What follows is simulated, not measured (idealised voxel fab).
Title: Process Module voxel tone inversion
FYI the section here is cut, 295 nm wide, cells are 5 nm squares.
Think of the cross-section as a grid of square cells. We describe it in bands, top to bottom, and each band covers one or more rows of those cells. Each band's line starts with the height of the band's top and of its bottom, in nm. Then come its materials from left to right, each with its width in nm. One material with "edge to edge" fills the band from edge to edge. "empty" is empty space. Note: height 0 marks the level under which the wafer is uniformly one material as received. Lowest band unbounded below, written "0 -> down". Note: "30->40" means the width goes from the first number (top row of the band) to the second number (bottom row) in equal steps per row of cells. Given "everything unchanged" for a step, no cell of the cross-section differs between before and after that step. Entry "Voids lacking openings". Content: empty spaces with no open connection to the top, size 8 cells or greater. Each: width x height at distance. Distance: from left edge. Unit: nm. Where a step's line continues beyond its settings, the continuation is a remark by the simulator itself on that step. Regarding "overlay nm": on a step with a mask, it is the distance the mask lay to the right of its planned place; a negative value places it to the left.

Steps planned for the process
1) RECEIVE, material Si
2) CONFORMAL_DEP, material SiCN, thk nm 10
3) DIRECTIONAL_DEP, material polySi, thk nm 25
4) PATTERN, tone cover, mask id POSTS, material resist, width nm 25, pitch nm 45, thk nm 35, overlay nm 0
5) DIRECTIONAL_ETCH, etch materials polySi, depth nm 25
6) STRIP, etch materials resist
7) FILL_DEP, material lowk, thk nm 5
8) CMP, height nm 35
9) STRIP, etch materials polySi
10) CONFORMAL_DEP, material TiN, thk nm 5
11) FILL_DEP, material Cu, thk nm 5
12) CMP, height nm 35
13) CONFORMAL_DEP, material SiCN, thk nm 5

Run as planned: first of two wafers

This is the cross-section of the wafer as we received it, i.e. after step 1
  0 -> down = Si edge to edge
  Voids lacking openings: none

The wafer in cross-section once step 2 is complete
  10 -> 0 = SiCN edge to edge
  All layers under 0 are left as they were.

The wafer in cross-section once step 3 is complete
  35 -> 10 = polySi edge to edge
  All layers under 10 are left as they were.

The wafer in cross-section once step 4 is complete
  70 -> 35 = 65 empty / 25 resist / 20 empty / 25 resist / 20 empty / 25 resist / 20 empty / 25 resist / 70 empty
  All layers under 35 are left as they were.

The wafer in cross-section once step 5 is complete
  70 -> 35 = 65 empty / 25 resist / 20 empty / 25 resist / 20 empty / 25 resist / 20 empty / 25 resist / 70 empty
  35 -> 10 = 65 empty / 25 polySi / 20 empty / 25 polySi / 20 empty / 25 polySi / 20 empty / 25 polySi / 70 empty
  All layers under 10 are left as they were.

The wafer in cross-section once step 6 is complete
  35 -> 10 = 65 empty / 25 polySi / 20 empty / 25 polySi / 20 empty / 25 polySi / 20 empty / 25 polySi / 70 empty
  All layers under 10 are left as they were.

The wafer in cross-section once step 7 is complete
  40 -> 35 = lowk edge to edge
  35 -> 10 = 65 lowk / 25 polySi / 20 lowk / 25 polySi / 20 lowk / 25 polySi / 20 lowk / 25 polySi / 70 lowk
  All layers under 10 are left as they were.

The wafer in cross-section once step 8 is complete
  35 -> 10 = 65 lowk / 25 polySi / 20 lowk / 25 polySi / 20 lowk / 25 polySi / 20 lowk / 25 polySi / 70 lowk
  All layers under 10 are left as they were.

The wafer in cross-section once step 9 is complete
  35 -> 10 = 65 lowk / 25 empty / 20 lowk / 25 empty / 20 lowk / 25 empty / 20 lowk / 25 empty / 70 lowk
  All layers under 10 are left as they were.

The wafer in cross-section once step 10 is complete
  40 -> 35 = 70 TiN / 15 empty / 30 TiN / 15 empty / 30 TiN / 15 empty / 30 TiN / 15 empty / 75 TiN
  35 -> 15 = 65 lowk / 5 TiN / 15 empty / 5 TiN / 20 lowk / 5 TiN / 15 empty / 5 TiN / 20 lowk / 5 TiN / 15 empty / 5 TiN / 20 lowk / 5 TiN / 15 empty / 5 TiN / 70 lowk
  15 -> 10 = 65 lowk / 25 TiN / 20 lowk / 25 TiN / 20 lowk / 25 TiN / 20 lowk / 25 TiN / 70 lowk
  All layers under 10 are left as they were.

The wafer in cross-section once step 11 is complete
  45 -> 40 = Cu edge to edge
  40 -> 35 = 70 TiN / 15 Cu / 30 TiN / 15 Cu / 30 TiN / 15 Cu / 30 TiN / 15 Cu / 75 TiN
  35 -> 15 = 65 lowk / 5 TiN / 15 Cu / 5 TiN / 20 lowk / 5 TiN / 15 Cu / 5 TiN / 20 lowk / 5 TiN / 15 Cu / 5 TiN / 20 lowk / 5 TiN / 15 Cu / 5 TiN / 70 lowk
  All layers under 15 are left as they were.

The wafer in cross-section once step 12 is complete
  35 -> 15 = 65 lowk / 5 TiN / 15 Cu / 5 TiN / 20 lowk / 5 TiN / 15 Cu / 5 TiN / 20 lowk / 5 TiN / 15 Cu / 5 TiN / 20 lowk / 5 TiN / 15 Cu / 5 TiN / 70 lowk
  All layers under 15 are left as they were.

The wafer in cross-section once step 13 is complete
  40 -> 35 = SiCN edge to edge
  All layers under 35 are left as they were.

For the second wafer, take the first wafer's start and plan, then add one mistake made in running it; everything through step 3, that step included, is shared with the first

Second wafer, cross-section, planned end of step 4
  70 -> 35 = 55 empty / 25 resist / 20 empty / 25 resist / 20 empty / 25 resist / 20 empty / 25 resist / 80 empty
  All layers under 35 are left as they were.

Second wafer, cross-section, planned end of step 5
  70 -> 35 = 55 empty / 25 resist / 20 empty / 25 resist / 20 empty / 25 resist / 20 empty / 25 resist / 80 empty
  35 -> 10 = 55 empty / 25 polySi / 20 empty / 25 polySi / 20 empty / 25 polySi / 20 empty / 25 polySi / 80 empty
  All layers under 10 are left as they were.

Second wafer, cross-section, planned end of step 6
  35 -> 10 = 55 empty / 25 polySi / 20 empty / 25 polySi / 20 empty / 25 polySi / 20 empty / 25 polySi / 80 empty
  All layers under 10 are left as they were.

Second wafer, cross-section, planned end of step 7
  40 -> 35 = lowk edge to edge
  35 -> 10 = 55 lowk / 25 polySi / 20 lowk / 25 polySi / 20 lowk / 25 polySi / 20 lowk / 25 polySi / 80 lowk
  All layers under 10 are left as they were.

Second wafer, cross-section, planned end of step 8
  35 -> 10 = 55 lowk / 25 polySi / 20 lowk / 25 polySi / 20 lowk / 25 polySi / 20 lowk / 25 polySi / 80 lowk
  All layers under 10 are left as they were.

Second wafer, cross-section, planned end of step 9
  35 -> 10 = 55 lowk / 25 empty / 20 lowk / 25 empty / 20 lowk / 25 empty / 20 lowk / 25 empty / 80 lowk
  All layers under 10 are left as they were.

Second wafer, cross-section, planned end of step 10
  40 -> 35 = 60 TiN / 15 empty / 30 TiN / 15 empty / 30 TiN / 15 empty / 30 TiN / 15 empty / 85 TiN
  35 -> 15 = 55 lowk / 5 TiN / 15 empty / 5 TiN / 20 lowk / 5 TiN / 15 empty / 5 TiN / 20 lowk / 5 TiN / 15 empty / 5 TiN / 20 lowk / 5 TiN / 15 empty / 5 TiN / 80 lowk
  15 -> 10 = 55 lowk / 25 TiN / 20 lowk / 25 TiN / 20 lowk / 25 TiN / 20 lowk / 25 TiN / 80 lowk
  All layers under 10 are left as they were.

Second wafer, cross-section, planned end of step 11
  45 -> 40 = Cu edge to edge
  40 -> 35 = 60 TiN / 15 Cu / 30 TiN / 15 Cu / 30 TiN / 15 Cu / 30 TiN / 15 Cu / 85 TiN
  35 -> 15 = 55 lowk / 5 TiN / 15 Cu / 5 TiN / 20 lowk / 5 TiN / 15 Cu / 5 TiN / 20 lowk / 5 TiN / 15 Cu / 5 TiN / 20 lowk / 5 TiN / 15 Cu / 5 TiN / 80 lowk
  All layers under 15 are left as they were.

Second wafer, cross-section, planned end of step 12
  35 -> 15 = 55 lowk / 5 TiN / 15 Cu / 5 TiN / 20 lowk / 5 TiN / 15 Cu / 5 TiN / 20 lowk / 5 TiN / 15 Cu / 5 TiN / 20 lowk / 5 TiN / 15 Cu / 5 TiN / 80 lowk
  All layers under 15 are left as they were.

Second wafer, cross-section, planned end of step 13
  40 -> 35 = SiCN edge to edge
  All layers under 35 are left as they were.
Finding, execution versus plan: step 4 ran with different settings than intended, the actual operation and settings being PATTERN, tone cover, mask id POSTS, material resist, width nm 25, pitch nm 45, thk nm 35, overlay nm -10
When the process is done, the second wafer contains the same cell count of every material as the first wafer, but distributed over other locations.
